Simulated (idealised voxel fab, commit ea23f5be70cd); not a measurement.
process module | voxel gate over fins
cross-section cut | 165 nm wide | cells 5 nm
A cross-section is a grid of square cells, given in bands from the top down. A band is one or more rows of cells.
Each band's line starts with the height of the band's top and of its bottom, in nm. Then come its materials from left to right, each with its width in nm. One material with "throughout" fills the band from edge to edge. "air" is empty space.
Height 0 is the level under which the wafer as received is all one material. The lowest band goes on downwards, as in "0 down".
A width such as "30 to 40" changes by the same amount from each row of cells to the next, from the band's top row to its bottom row.
"no change" after a step means that no cell of the cross-section changed.
closed voids: empty space of 8 cells or more with no open way to the top, each as width x height at its distance from the left edge, in nm
after a step's settings: what the simulator itself notes on the step
overlay nm, on a step with a mask: how far to the right of its planned place the mask lay; to the left if negative
plan
1 op RECEIVE | material Si
2 op CONFORMAL_DEP | material SiN | thk nm 10
3 op MASKED_ETCH | tone cover | mask id FINS | width nm 15 | pitch nm 55 | etch materials SiN | depth nm 10 | overlay nm 0
4 op MASKED_ETCH | tone cover | mask id FINS | width nm 15 | pitch nm 55 | etch materials Si | depth nm 30 | overlay nm 0
5 op OXIDIZE | depth nm 5
6 op FILL_DEP | material SiO2 | thk nm 5
7 op CMP | height nm 10
8 op DIRECTIONAL_DEP | material aC | thk nm 10
9 op PATTERN | tone open | mask id RAIL | material resist | width nm 15 | thk nm 30 | overlay nm 0
10 op DIRECTIONAL_ETCH | etch materials aC | depth nm 10
11 op STRIP | etch materials resist
12 op DIRECTIONAL_ETCH | etch materials SiO2 | depth nm 35
13 op STRIP | etch materials aC
14 op CONFORMAL_DEP | material TiN | thk nm 5
15 op FILL_DEP | material W | thk nm 5
16 op CMP | height nm 10
17 op SELECTIVE_ETCH | etch materials W Ru TiN | depth nm 30
18 op FILL_DEP | material SiO2 | thk nm 5
19 op CMP | height nm 10
20 op SELECTIVE_ETCH | etch materials SiO2 | depth nm 20
21 op STRIP | etch materials SiN
22 op CONFORMAL_DEP | material HfO2 | thk nm 5
23 op CONFORMAL_DEP | material TiN | thk nm 5
24 op CONFORMAL_DEP | material TiAl | thk nm 5
25 op CONFORMAL_DEP | material TiN | thk nm 5
26 op FILL_DEP | material W | thk nm 10
27 op CMP | height nm 25
28 op CONFORMAL_DEP | material SiN | thk nm 10
first wafer, as planned
as received, after step 1
  0 down: Si throughout
  closed voids: none
after step 2
  10 to 0: SiN throughout
  below 0: unchanged
after step 3
  10 to 0: air 45 | SiN 15 | air 40 | SiN 15 | air 50
  below 0: unchanged
after step 4
  10 to 0: air 45 | SiN 15 | air 40 | SiN 15 | air 50
  0 to -30: air 45 | Si 15 | air 40 | Si 15 | air 50
  below -30: unchanged
after step 5
  10 to 0: air 45 | SiN 15 | air 40 | SiN 15 | air 50
  0 to -30: air 45 | SiO2 5 | Si 5 | SiO2 5 | air 40 | SiO2 5 | Si 5 | SiO2 5 | air 50
  -30 to -35: SiO2 50 | Si 5 | SiO2 50 | Si 5 | SiO2 55
  below -35: unchanged
after step 6
  15 to 10: SiO2 throughout
  10 to 0: SiO2 45 | SiN 15 | SiO2 40 | SiN 15 | SiO2 50
  0 to -35: SiO2 50 | Si 5 | SiO2 50 | Si 5 | SiO2 55
  below -35: unchanged
after step 7
  10 to 0: SiO2 45 | SiN 15 | SiO2 40 | SiN 15 | SiO2 50
  below 0: unchanged
after step 8
  20 to 10: aC throughout
  below 10: unchanged
after step 9
  50 to 20: resist 70 | air 15 | resist 80
  below 20: unchanged
after step 10
  40 to 20: resist 70 | air 15 | resist 80
  20 to 10: aC 70 | air 15 | aC 80
  below 10: unchanged
after step 11
  20 to 10: aC 70 | air 15 | aC 80
  below 10: unchanged
after step 12
  20 to 10: aC 70 | air 15 | aC 80
  10 to 0: SiO2 45 | SiN 15 | SiO2 10 | air 15 | SiO2 15 | SiN 15 | SiO2 50
  0 to -25: SiO2 50 | Si 5 | SiO2 15 | air 15 | SiO2 20 | Si 5 | SiO2 55
  below -25: unchanged
after step 13
  10 to 0: SiO2 45 | SiN 15 | SiO2 10 | air 15 | SiO2 15 | SiN 15 | SiO2 50
  below 0: unchanged
after step 14
  15 to 10: TiN 75 | air 5 | TiN 85
  10 to 0: SiO2 45 | SiN 15 | SiO2 10 | TiN 5 | air 5 | TiN 5 | SiO2 15 | SiN 15 | SiO2 50
  0 to -20: SiO2 50 | Si 5 | SiO2 15 | TiN 5 | air 5 | TiN 5 | SiO2 20 | Si 5 | SiO2 55
  -20 to -25: SiO2 50 | Si 5 | SiO2 15 | TiN 15 | SiO2 20 | Si 5 | SiO2 55
  below -25: unchanged
after step 15
  20 to 15: W throughout
  15 to 10: TiN 75 | W 5 | TiN 85
  10 to 0: SiO2 45 | SiN 15 | SiO2 10 | TiN 5 | W 5 | TiN 5 | SiO2 15 | SiN 15 | SiO2 50
  0 to -20: SiO2 50 | Si 5 | SiO2 15 | TiN 5 | W 5 | TiN 5 | SiO2 20 | Si 5 | SiO2 55
  below -20: unchanged
after step 16
  10 to 0: SiO2 45 | SiN 15 | SiO2 10 | TiN 5 | W 5 | TiN 5 | SiO2 15 | SiN 15 | SiO2 50
  below 0: unchanged
after step 17
  10 to 0: SiO2 45 | SiN 15 | SiO2 10 | air 15 | SiO2 15 | SiN 15 | SiO2 50
  0 to -20: SiO2 50 | Si 5 | SiO2 15 | air 15 | SiO2 20 | Si 5 | SiO2 55
  below -20: unchanged
after step 18
  15 to 10: SiO2 throughout
  10 to 0: SiO2 45 | SiN 15 | SiO2 40 | SiN 15 | SiO2 50
  0 to -20: SiO2 50 | Si 5 | SiO2 50 | Si 5 | SiO2 55
  below -20: unchanged
after step 19
  10 to 0: SiO2 45 | SiN 15 | SiO2 40 | SiN 15 | SiO2 50
  below 0: unchanged
after step 20
  10 to 0: air 45 | SiN 15 | air 40 | SiN 15 | air 50
  0 to -10: air 50 | Si 5 | air 50 | Si 5 | air 55
  below -10: unchanged
after step 21
  0 to -10: air 50 | Si 5 | air 50 | Si 5 | air 55
  below -10: unchanged
after step 22
  5 to 0: air 45 | HfO2 15 | air 40 | HfO2 15 | air 50
  0 to -5: air 45 | HfO2 5 | Si 5 | HfO2 5 | air 40 | HfO2 5 | Si 5 | HfO2 5 | air 50
  -5 to -10: HfO2 50 | Si 5 | HfO2 50 | Si 5 | HfO2 55
  below -10: unchanged
after step 23
  10 to 5: air 40 | TiN 25 | air 30 | TiN 25 | air 45
  5 to 0: air 40 | TiN 5 | HfO2 15 | TiN 5 | air 30 | TiN 5 | HfO2 15 | TiN 5 | air 45
  0 to -5: TiN 45 | HfO2 5 | Si 5 | HfO2 5 | TiN 40 | HfO2 5 | Si 5 | HfO2 5 | TiN 50
  below -5: unchanged
after step 24
  15 to 10: air 35 | TiAl 35 | air 20 | TiAl 35 | air 40
  10 to 5: air 35 | TiAl 5 | TiN 25 | TiAl 5 | air 20 | TiAl 5 | TiN 25 | TiAl 5 | air 40
  5 to 0: TiAl 40 | TiN 5 | HfO2 15 | TiN 5 | TiAl 30 | TiN 5 | HfO2 15 | TiN 5 | TiAl 45
  below 0: unchanged
after step 25
  20 to 15: air 30 | TiN 45 | air 10 | TiN 45 | air 35
  15 to 10: air 30 | TiN 5 | TiAl 35 | TiN 5 | air 10 | TiN 5 | TiAl 35 | TiN 5 | air 35
  10 to 5: TiN 35 | TiAl 5 | TiN 25 | TiAl 5 | TiN 20 | TiAl 5 | TiN 25 | TiAl 5 | TiN 40
  below 5: unchanged
after step 26
  30 to 20: W throughout
  20 to 15: W 30 | TiN 45 | W 10 | TiN 45 | W 35
  15 to 10: W 30 | TiN 5 | TiAl 35 | TiN 5 | W 10 | TiN 5 | TiAl 35 | TiN 5 | W 35
  below 10: unchanged
after step 27
  25 to 20: W throughout
  below 20: unchanged
after step 28
  35 to 25: SiN throughout
  below 25: unchanged
second wafer: like start, like plan, one mistake. Through step 3 it matches the first wafer
when step 4 should have ended
  10 to 0: air 45 | SiN 15 | air 40 | SiN 15 | air 50
  0 to -20: air 45 | Si 15 | air 40 | Si 15 | air 50
  below -20: unchanged
when step 5 should have ended
  10 to 0: air 45 | SiN 15 | air 40 | SiN 15 | air 50
  0 to -20: air 45 | SiO2 5 | Si 5 | SiO2 5 | air 40 | SiO2 5 | Si 5 | SiO2 5 | air 50
  -20 to -25: SiO2 50 | Si 5 | SiO2 50 | Si 5 | SiO2 55
  below -25: unchanged
when step 6 should have ended
  15 to 10: SiO2 throughout
  10 to 0: SiO2 45 | SiN 15 | SiO2 40 | SiN 15 | SiO2 50
  0 to -25: SiO2 50 | Si 5 | SiO2 50 | Si 5 | SiO2 55
  below -25: unchanged
when step 7 should have ended
  10 to 0: SiO2 45 | SiN 15 | SiO2 40 | SiN 15 | SiO2 50
  below 0: unchanged
when step 8 should have ended
  20 to 10: aC throughout
  below 10: unchanged
when step 9 should have ended
  50 to 20: resist 70 | air 15 | resist 80
  below 20: unchanged
when step 10 should have ended
  40 to 20: resist 70 | air 15 | resist 80
  20 to 10: aC 70 | air 15 | aC 80
  below 10: unchanged
when step 11 should have ended
  20 to 10: aC 70 | air 15 | aC 80
  below 10: unchanged
when step 12 should have ended
  20 to 10: aC 70 | air 15 | aC 80
  10 to 0: SiO2 45 | SiN 15 | SiO2 10 | air 15 | SiO2 15 | SiN 15 | SiO2 50
  0 to -25: SiO2 50 | Si 5 | SiO2 15 | air 15 | SiO2 20 | Si 5 | SiO2 55
  below -25: unchanged
when step 13 should have ended
  10 to 0: SiO2 45 | SiN 15 | SiO2 10 | air 15 | SiO2 15 | SiN 15 | SiO2 50
  below 0: unchanged
when step 14 should have ended
  15 to 10: TiN 75 | air 5 | TiN 85
  10 to 0: SiO2 45 | SiN 15 | SiO2 10 | TiN 5 | air 5 | TiN 5 | SiO2 15 | SiN 15 | SiO2 50
  0 to -20: SiO2 50 | Si 5 | SiO2 15 | TiN 5 | air 5 | TiN 5 | SiO2 20 | Si 5 | SiO2 55
  -20 to -25: SiO2 50 | Si 5 | SiO2 15 | TiN 15 | SiO2 20 | Si 5 | SiO2 55
  below -25: unchanged
when step 15 should have ended
  20 to 15: W throughout
  15 to 10: TiN 75 | W 5 | TiN 85
  10 to 0: SiO2 45 | SiN 15 | SiO2 10 | TiN 5 | W 5 | TiN 5 | SiO2 15 | SiN 15 | SiO2 50
  0 to -20: SiO2 50 | Si 5 | SiO2 15 | TiN 5 | W 5 | TiN 5 | SiO2 20 | Si 5 | SiO2 55
  below -20: unchanged
when step 16 should have ended
  10 to 0: SiO2 45 | SiN 15 | SiO2 10 | TiN 5 | W 5 | TiN 5 | SiO2 15 | SiN 15 | SiO2 50
  below 0: unchanged
when step 17 should have ended
  10 to 0: SiO2 45 | SiN 15 | SiO2 10 | air 15 | SiO2 15 | SiN 15 | SiO2 50
  0 to -20: SiO2 50 | Si 5 | SiO2 15 | air 15 | SiO2 20 | Si 5 | SiO2 55
  below -20: unchanged
when step 18 should have ended
  15 to 10: SiO2 throughout
  10 to 0: SiO2 45 | SiN 15 | SiO2 40 | SiN 15 | SiO2 50
  0 to -20: SiO2 50 | Si 5 | SiO2 50 | Si 5 | SiO2 55
  below -20: unchanged
when step 19 should have ended
  10 to 0: SiO2 45 | SiN 15 | SiO2 40 | SiN 15 | SiO2 50
  below 0: unchanged
when step 20 should have ended
  10 to 0: air 45 | SiN 15 | air 40 | SiN 15 | air 50
  0 to -10: air 50 | Si 5 | air 50 | Si 5 | air 55
  below -10: unchanged
when step 21 should have ended
  0 to -10: air 50 | Si 5 | air 50 | Si 5 | air 55
  below -10: unchanged
when step 22 should have ended
  5 to 0: air 45 | HfO2 15 | air 40 | HfO2 15 | air 50
  0 to -5: air 45 | HfO2 5 | Si 5 | HfO2 5 | air 40 | HfO2 5 | Si 5 | HfO2 5 | air 50
  -5 to -10: HfO2 50 | Si 5 | HfO2 50 | Si 5 | HfO2 55
  below -10: unchanged
when step 23 should have ended
  10 to 5: air 40 | TiN 25 | air 30 | TiN 25 | air 45
  5 to 0: air 40 | TiN 5 | HfO2 15 | TiN 5 | air 30 | TiN 5 | HfO2 15 | TiN 5 | air 45
  0 to -5: TiN 45 | HfO2 5 | Si 5 | HfO2 5 | TiN 40 | HfO2 5 | Si 5 | HfO2 5 | TiN 50
  below -5: unchanged
when step 24 should have ended
  15 to 10: air 35 | TiAl 35 | air 20 | TiAl 35 | air 40
  10 to 5: air 35 | TiAl 5 | TiN 25 | TiAl 5 | air 20 | TiAl 5 | TiN 25 | TiAl 5 | air 40
  5 to 0: TiAl 40 | TiN 5 | HfO2 15 | TiN 5 | TiAl 30 | TiN 5 | HfO2 15 | TiN 5 | TiAl 45
  below 0: unchanged
when step 25 should have ended
  20 to 15: air 30 | TiN 45 | air 10 | TiN 45 | air 35
  15 to 10: air 30 | TiN 5 | TiAl 35 | TiN 5 | air 10 | TiN 5 | TiAl 35 | TiN 5 | air 35
  10 to 5: TiN 35 | TiAl 5 | TiN 25 | TiAl 5 | TiN 20 | TiAl 5 | TiN 25 | TiAl 5 | TiN 40
  below 5: unchanged
when step 26 should have ended
  30 to 20: W throughout
  20 to 15: W 30 | TiN 45 | W 10 | TiN 45 | W 35
  15 to 10: W 30 | TiN 5 | TiAl 35 | TiN 5 | W 10 | TiN 5 | TiAl 35 | TiN 5 | W 35
  below 10: unchanged
when step 27 should have ended
  25 to 20: W throughout
  below 20: unchanged
when step 28 should have ended
  35 to 25: SiN throughout
  below 25: unchanged
what went wrong: step 4 ran as: op MASKED_ETCH | tone cover | mask id FINS | width nm 15 | pitch nm 55 | etch materials Si | depth nm 20 | overlay nm 0
at the end the second wafer has, in cells: 62 more of Si | 62 fewer of SiO2
